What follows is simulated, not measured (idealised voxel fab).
A process module follows: voxel transistor to metal.
Xsec cut, 150 nm wide, square cell size 5 nm.
Format of a cross-section: grid, square cells. Given as bands. Order: top down. Band: one or more rows of cells. This entry defines a band. It first specifies the height of the band's top and the height of its bottom in nm, and then specifies the band's materials from left to right, stating each material with its width in nm. The word "edge to edge" identifies a single material that fills the band from edge to edge, while the word "empty" identifies empty space. Zero point of the height axis is 0; under it, received wafer = one material. Lowest band: continues down indefinitely, "0 nm and below". Width "30..40": first value at the band's top row of cells, second value at its bottom row, equal change from row to row. Step marked "no change"? Then no cell in the cross-section changed in it. Empty spaces without an open route to the top, at least 8 cells in extent, make up the entry "Enclosed voids"; each is given as width x height at distance, where the distance is measured from the left edge, and all are in nm. Anything after a step's settings on that line? It's the simulator's own note about the step. The line of a step may include "overlay nm". On a step with a mask, this value is how far to the right of its planned place the mask lay. A negative value means the mask lay to the left.

Process steps (planned)
1. RECEIVE | material Si
2. CONFORMAL_DEP | material SiO2 | thk nm 5
3. CONFORMAL_DEP | material SiN | thk nm 10
4. PATTERN | tone cover | mask id ACTIVE | material resist | width nm 90 | thk nm 15 | overlay nm 0
5. DIRECTIONAL_ETCH | etch materials SiN | depth nm 10
6. DIRECTIONAL_ETCH | etch materials SiO2 | depth nm 5
7. DIRECTIONAL_ETCH | etch materials Si | depth nm 30
8. STRIP | etch materials resist
9. FILL_DEP | material SiO2 | thk nm 5
10. CMP | height nm 15
11. SELECTIVE_ETCH | etch materials SiO2 | depth nm 5
12. STRIP | etch materials SiN
13. SELECTIVE_ETCH | etch materials SiO2 | depth nm 5
14. OXIDIZE | depth nm 5
15. DIRECTIONAL_DEP | material polySi | thk nm 30
16. DIRECTIONAL_DEP | material SiCN | thk nm 15
17. DIRECTIONAL_DEP | material aC | thk nm 15
18. PATTERN | tone cover | mask id GATE | material resist | width nm 20 | thk nm 35 | overlay nm 0
19. DIRECTIONAL_ETCH | etch materials aC | depth nm 15
20. STRIP | etch materials resist
21. DIRECTIONAL_ETCH | etch materials SiCN | depth nm 25
22. DIRECTIONAL_ETCH | etch materials polySi | depth nm 40
23. STRIP | etch materials aC
24. CONFORMAL_DEP | material SiN | thk nm 5
25. DIRECTIONAL_ETCH | etch materials SiN | depth nm 5
26. DIRECTIONAL_ETCH | etch materials SiO2 | depth nm 5
27. DIRECTIONAL_ETCH | etch materials Si | depth nm 10
28. EPI | material SiGe | thk nm 15
29. FILL_DEP | material SiO2 | thk nm 10
30. CMP | height nm 45
31. DIRECTIONAL_DEP | material SiO2 | thk nm 15
32. DIRECTIONAL_DEP | material aC | thk nm 15
33. PATTERN | tone open | mask id CONTACT | material resist | width nm 15 | pitch nm 65 | thk nm 35 | overlay nm 0
34. DIRECTIONAL_ETCH | etch materials aC | depth nm 15
35. STRIP | etch materials resist
36. DIRECTIONAL_ETCH | etch materials SiO2 | depth nm 60
37. STRIP | etch materials aC
38. CONFORMAL_DEP | material TiN | thk nm 5
39. FILL_DEP | material Ru | thk nm 5
40. CMP | height nm 60
41. CONFORMAL_DEP | material SiN | thk nm 5
42. DIRECTIONAL_DEP | material SiO2 | thk nm 25
43. MASKED_ETCH | tone open | mask id METAL_1 | width nm 15 | pitch nm 65 | etch materials SiO2 | depth nm 25 | overlay nm 0
44. MASKED_ETCH | tone open | mask id METAL_1 | width nm 15 | pitch nm 65 | etch materials SiN | depth nm 5 | overlay nm 0
45. CONFORMAL_DEP | material TiN | thk nm 5
46. FILL_DEP | material Ru | thk nm 5
47. CMP | height nm 90
48. CONFORMAL_DEP | material SiCN | thk nm 5

Received-state cross-section, reflecting completion of step 1
	0 nm and below: Si edge to edge
	Enclosed voids: none

first wafer at the end, as planned
	95 nm to 90 nm: SiCN edge to edge
	90 nm to 65 nm: SiO2 (35), then TiN (5), then Ru (5), then TiN (5), then SiO2 (50), then TiN (5), then Ru (5), then TiN (5), then SiO2 (35)
	65 nm to 60 nm: SiN (35), then TiN (15), then SiN (50), then TiN (15), then SiN (35)
	60 nm to 45 nm: SiO2 (35), then TiN (5), then Ru (5), then TiN (5), then SiO2 (50), then TiN (5), then Ru (5), then TiN (5), then SiO2 (35)
	45 nm to 30 nm: SiO2 (35), then TiN (5), then Ru (5), then TiN (5), then SiO2 (10), then SiN (5), then SiCN (20), then SiN (5), then SiO2 (10), then TiN (5), then Ru (5), then TiN (5), then SiO2 (35)
	30 nm to 15 nm: SiO2 (35), then TiN (5), then Ru (5), then TiN (5), then SiO2 (10), then SiN (5), then polySi (20), then SiN (5), then SiO2 (10), then TiN (5), then Ru (5), then TiN (5), then SiO2 (35)
	15 nm to 10 nm: SiO2 (35), then TiN (15), then SiO2 (10), then SiN (5), then polySi (20), then SiN (5), then SiO2 (10), then TiN (15), then SiO2 (35)
	10 nm to 5 nm: SiO2 (35), then TiN (10), then SiGe (15), then SiN (5), then polySi (20), then SiN (5), then SiGe (15), then TiN (10), then SiO2 (35)
	5 nm to 0 nm: SiO2 (25), then SiN (5), then SiO2 (5), then TiN (10), then SiGe (15), then SiN (5), then polySi (20), then SiN (5), then SiGe (15), then TiN (10), then SiO2 (5), then SiN (5), then SiO2 (25)
	0 nm to -5 nm: SiO2 (30), then SiGe (30), then SiO2 (30), then SiGe (30), then SiO2 (30)
	-5 nm to -15 nm: SiO2 (30), then SiGe (30), then Si (30), then SiGe (30), then SiO2 (30)
	-15 nm to -30 nm: SiO2 (30), then Si (90), then SiO2 (30)
	-30 nm and below: Si edge to edge
	Enclosed voids: none

Cross-section, wafer two of two, end of module: same start and plan as wafer one, one error in execution
	95 nm to 90 nm: SiCN edge to edge
	90 nm to 65 nm: SiO2 (35), then TiN (5), then Ru (5), then TiN (5), then SiO2 (50), then TiN (5), then Ru (5), then TiN (5), then SiO2 (35)
	65 nm to 60 nm: SiN (35), then TiN (15), then SiN (50), then TiN (15), then SiN (35)
	60 nm to 45 nm: SiO2 (35), then TiN (5), then Ru (5), then TiN (5), then SiO2 (50), then TiN (5), then Ru (5), then TiN (5), then SiO2 (35)
	45 nm to 30 nm: SiO2 (35), then TiN (5), then Ru (5), then TiN (5), then SiO2 (10), then SiN (5), then SiCN (20), then SiN (5), then SiO2 (10), then TiN (5), then Ru (5), then TiN (5), then SiO2 (35)
	30 nm to 15 nm: SiO2 (35), then TiN (5), then Ru (5), then TiN (5), then SiO2 (10), then SiN (5), then polySi (20), then SiN (5), then SiO2 (10), then TiN (5), then Ru (5), then TiN (5), then SiO2 (35)
	15 nm to 10 nm: SiO2 (35), then TiN (15), then SiO2 (10), then SiN (5), then polySi (20), then SiN (5), then SiO2 (10), then TiN (15), then SiO2 (35)
	10 nm to 5 nm: SiO2 (35), then TiN (10), then SiGe (15), then SiN (5), then polySi (20), then SiN (5), then SiGe (15), then TiN (10), then SiO2 (35)
	5 nm to 0 nm: SiO2 (25), then SiN (5), then SiO2 (5), then TiN (10), then SiGe (15), then SiN (5), then polySi (20), then SiN (5), then SiGe (15), then TiN (10), then SiO2 (5), then SiN (5), then SiO2 (25)
	0 nm to -5 nm: SiO2 (30), then SiGe (30), then SiO2 (30), then SiGe (30), then SiO2 (30)
	-5 nm to -15 nm: SiO2 (30), then SiGe (30), then Si (30), then SiGe (30), then SiO2 (30)
	-15 nm to -60 nm: SiO2 (30), then Si (90), then SiO2 (30)
	-60 nm and below: Si edge to edge
	Enclosed voids: none
It is concluded that the wafer was processed incorrectly with respect to the plan, in that step 7 of the plan was performed twice
Upon completion, the second wafer contains, in terms of cells, a greater or smaller amount of certain materials than the first wafer: -72 Si, +72 SiO2
